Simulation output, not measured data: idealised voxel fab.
Process module name: voxel transistor to metal
Cross-sectional view cut (width: 185 nm; square cell size: 5 nm).
We lay out every cross-section as a grid of square cells and spell it out in bands from the top down, where one band means one or more rows of cells.
First you get the band's top height and its bottom height, in nm, and then the materials it's made of, left to right, with each width in nm. If you see a single material with "full width", that one covers the band edge to edge. "air" is empty space.
Heights are reckoned from 0. Under this level, the received wafer is all of one material. The bottommost band is open-ended downward, for example "0..down".
Width spec "30..40" -> top row of cells at first value, bottom row at second value, equal per-row change in between.
Step marked "remained the same"? Then no cell in the cross-section changed in it.
"Enclosed empty spaces" enumerates empty spaces isolated from the top, with no open way to it, that contain at least 8 cells, giving each as width x height at distance from the left edge, all three in nm.
Note: text after step settings on the step line = simulator remark on that step.
"overlay nm", when on a step's line for a step with a mask, measures how far to the right of its planned place the mask lay; a negative measure means to the left.
[The following list gives the planned process steps]
1: RECEIVE | material Si
2: OXIDIZE | depth nm 5
3: CONFORMAL_DEP | material SiN | thk nm 10
4: PATTERN | tone cover | mask id ACTIVE | material resist | width nm 115 | thk nm 15 | overlay nm 0
5: DIRECTIONAL_ETCH | etch materials SiN | depth nm 10
6: DIRECTIONAL_ETCH | etch materials SiO2 | depth nm 5
7: DIRECTIONAL_ETCH | etch materials Si | depth nm 35
8: STRIP | etch materials resist
9: OXIDIZE | depth nm 5
10: FILL_DEP | material SiO2 | thk nm 5
11: CMP | height nm 10
12: SELECTIVE_ETCH | etch materials SiO2 | depth nm 5
13: STRIP | etch materials SiN
14: SELECTIVE_ETCH | etch materials SiO2 | depth nm 5
15: OXIDIZE | depth nm 5
16: DIRECTIONAL_DEP | material polySi | thk nm 25
17: DIRECTIONAL_DEP | material SiCN | thk nm 10
18: MASKED_ETCH | tone cover | mask id GATE | width nm 35 | etch materials SiCN | depth nm 20 | overlay nm 0
19: MASKED_ETCH | tone cover | mask id GATE | width nm 35 | etch materials polySi | depth nm 35 | overlay nm 0
20: CONFORMAL_DEP | material SiN | thk nm 10
21: DIRECTIONAL_ETCH | etch materials SiN | depth nm 10
22: DIRECTIONAL_ETCH | etch materials SiO2 | depth nm 5
23: DIRECTIONAL_ETCH | etch materials Si | depth nm 10
24: EPI | material pSi | thk nm 15
25: FILL_DEP | material SiO2 | thk nm 5
26: CMP | height nm 20
27: STRIP | etch materials polySi
28: SELECTIVE_ETCH | etch materials SiO2 | depth nm 5
29: CONFORMAL_DEP | material HfO2 | thk nm 5
30: CONFORMAL_DEP | material TiN | thk nm 5
31: FILL_DEP | material W | thk nm 5
32: CMP | height nm 15
33: DIRECTIONAL_DEP | material SiO2 | thk nm 10
34: DIRECTIONAL_DEP | material aC | thk nm 15
35: PATTERN | tone open | mask id CONTACT | material resist | width nm 15 | pitch nm 90 | thk nm 35 | overlay nm 0
36: DIRECTIONAL_ETCH | etch materials aC | depth nm 15
37: STRIP | etch materials resist
38: DIRECTIONAL_ETCH | etch materials SiO2 | depth nm 30
39: STRIP | etch materials aC
40: CONFORMAL_DEP | material TiN | thk nm 5
41: FILL_DEP | material W | thk nm 10
42: CMP | height nm 25
43: DIRECTIONAL_DEP | material TiN | thk nm 5
44: DIRECTIONAL_DEP | material Ru | thk nm 20
45: MASKED_ETCH | tone cover | mask id METAL_1 | width nm 15 | pitch nm 90 | etch materials Ru | depth nm 20 | overlay nm 0
46: MASKED_ETCH | tone cover | mask id METAL_1 | width nm 15 | pitch nm 90 | etch materials TiN | depth nm 5 | overlay nm 0
47: CONFORMAL_DEP | material SiN | thk nm 5
48: FILL_DEP | material SiO2 | thk nm 10
49: CMP | height nm 50
50: CONFORMAL_DEP | material SiCN | thk nm 5
[Cross-section of the wafer as it came to us, i.e., already through step 1]
> 0..down  Si full width
> Enclosed empty spaces: none
[The first of the two wafers as seen in cross-section once the module was finished; processing followed the plan]
> 55..50  SiCN full width
> 50..30  35 nm SiO2  5 nm SiN  15 nm Ru  5 nm SiN  65 nm SiO2  5 nm SiN  15 nm Ru  5 nm SiN  35 nm SiO2
> 30..25  40 nm SiN  15 nm TiN  75 nm SiN  15 nm TiN  40 nm SiN
> 25..15  40 nm SiO2  5 nm TiN  5 nm W  5 nm TiN  75 nm SiO2  5 nm TiN  5 nm W  5 nm TiN  40 nm SiO2
> 15..10  40 nm SiO2  5 nm TiN  5 nm W  5 nm TiN  10 nm SiO2  10 nm SiN  5 nm HfO2  5 nm TiN  15 nm W  5 nm TiN  5 nm HfO2  10 nm SiN  10 nm SiO2  5 nm TiN  5 nm W  5 nm TiN  40 nm SiO2
> 10..5  40 nm SiO2  15 nm TiN  10 nm SiO2  10 nm SiN  5 nm HfO2  5 nm TiN  15 nm W  5 nm TiN  5 nm HfO2  10 nm SiN  10 nm SiO2  15 nm TiN  40 nm SiO2
> 5..0  40 nm SiO2  10 nm TiN  15 nm pSi  10 nm SiN  5 nm HfO2  5 nm TiN  15 nm W  5 nm TiN  5 nm HfO2  10 nm SiN  15 nm pSi  10 nm TiN  40 nm SiO2
> 0..-5  30 nm SiO2  10 nm SiN  10 nm TiN  15 nm pSi  10 nm SiN  5 nm HfO2  25 nm TiN  5 nm HfO2  10 nm SiN  15 nm pSi  10 nm TiN  10 nm SiN  30 nm SiO2
> -5..-10  40 nm SiO2  25 nm pSi  5 nm SiO2  45 nm HfO2  5 nm SiO2  25 nm pSi  40 nm SiO2
> -10..-20  40 nm SiO2  25 nm pSi  55 nm Si  25 nm pSi  40 nm SiO2
> -20..-45  40 nm SiO2  105 nm Si  40 nm SiO2
> -45..down  Si full width
> Enclosed empty spaces: none
[Here's the second of our two wafers sectioned at module end. Same start as the first, same plan, but one mistake got made running it]
> 55..50  SiCN full width
> 50..45  35 nm SiO2  25 nm SiN  65 nm SiO2  25 nm SiN  35 nm SiO2
> 45..30  35 nm SiO2  5 nm SiN  15 nm Ru  5 nm SiN  65 nm SiO2  5 nm SiN  15 nm Ru  5 nm SiN  35 nm SiO2
> 30..25  40 nm SiN  15 nm TiN  75 nm SiN  15 nm TiN  40 nm SiN
> 25..15  40 nm SiO2  5 nm TiN  5 nm W  5 nm TiN  75 nm SiO2  5 nm TiN  5 nm W  5 nm TiN  40 nm SiO2
> 15..10  40 nm SiO2  5 nm TiN  5 nm W  5 nm TiN  10 nm SiO2  10 nm SiN  5 nm HfO2  5 nm TiN  15 nm W  5 nm TiN  5 nm HfO2  10 nm SiN  10 nm SiO2  5 nm TiN  5 nm W  5 nm TiN  40 nm SiO2
> 10..5  40 nm SiO2  15 nm TiN  10 nm SiO2  10 nm SiN  5 nm HfO2  5 nm TiN  15 nm W  5 nm TiN  5 nm HfO2  10 nm SiN  10 nm SiO2  15 nm TiN  40 nm SiO2
> 5..0  40 nm SiO2  10 nm TiN  15 nm pSi  10 nm SiN  5 nm HfO2  5 nm TiN  15 nm W  5 nm TiN  5 nm HfO2  10 nm SiN  15 nm pSi  10 nm TiN  40 nm SiO2
> 0..-5  30 nm SiO2  10 nm SiN  10 nm TiN  15 nm pSi  10 nm SiN  5 nm HfO2  25 nm TiN  5 nm HfO2  10 nm SiN  15 nm pSi  10 nm TiN  10 nm SiN  30 nm SiO2
> -5..-10  40 nm SiO2  25 nm pSi  5 nm SiO2  45 nm HfO2  5 nm SiO2  25 nm pSi  40 nm SiO2
> -10..-20  40 nm SiO2  25 nm pSi  55 nm Si  25 nm pSi  40 nm SiO2
> -20..-45  40 nm SiO2  105 nm Si  40 nm SiO2
> -45..down  Si full width
> Enclosed empty spaces: none
It is concluded that the wafer was processed incorrectly with respect to the plan, in that step 44 was run on a setting that differed from the plan, and what really ran there is DIRECTIONAL_DEP | material Ru | thk nm 15
Heads up, by the end the second wafer has more or fewer cells of some materials compared to the first: Ru -6; SiN +6
